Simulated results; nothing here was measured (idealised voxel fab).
Title: Process Module voxel double patterning
In the cross-section labelled cut, the width is 155 nm and each square cell is 5 nm.
Cross-section = grid of square cells, listed top down in bands; band = one or more rows.
What a band's entry tells you: where the top is and where the bottom is, as heights in nm, and after that what lies inside, material by material from left to right, each with its width in nm. Empty space is written as the word "air", and a single material marked with the word "edge to edge" occupies the band from edge to edge.
Heights from 0 (as-received wafer is one material below). Bottom band endless downward, as "0 -> down".
With a width like "30->40", each row of cells in the band differs from the next by the same amount, the top row carrying the first number and the bottom row the second.
"same as before" -> step changed no cross-section cell.
"Voids, fully enclosed" specifies each empty space that is not open to the top and that occupies no fewer than 8 cells, using the form width x height at distance, the distance measured from the left edge and all three quantities in nm.
Heads up: the bit after the settings on a step's line is the simulator's remark on that step.
On any step carrying a mask, the "overlay nm" setting, if present on the step's line, tells how far right of its planned place the mask lay; negative values point to the left.
[So here's the lineup of process steps we planned]
1. op RECEIVE | material Si
2. op CONFORMAL_DEP | material SiO2 | thk nm 10
3. op DIRECTIONAL_DEP | material polySi | thk nm 15
4. op DIRECTIONAL_DEP | material SiCN | thk nm 10
5. op MASKED_ETCH | tone open | mask id FIRST | width nm 15 | pitch nm 50 | etch materials SiCN | depth nm 10 | overlay nm 0
6. op MASKED_ETCH | tone open | mask id SECOND | width nm 15 | pitch nm 50 | etch materials SiCN | depth nm 10 | overlay nm 0
7. op DIRECTIONAL_ETCH | etch materials polySi | depth nm 15
8. op STRIP | etch materials SiCN
[Cross-section of the incoming wafer, state after step 1]
0 -> down | Si edge to edge
Voids, fully enclosed: none
[Starting structure and process plan are as shown above, but one mistake was made in running the module; the wafer cross-section at the end of the module follows]
25 -> 0 | SiO2 edge to edge
0 -> down | Si edge to edge
Voids, fully enclosed: none
Which mistake was made when the wafer was run? step 3 was run on a setting that differed from the plan, and what really ran there is op DIRECTIONAL_DEP | material SiO2 | thk nm 15
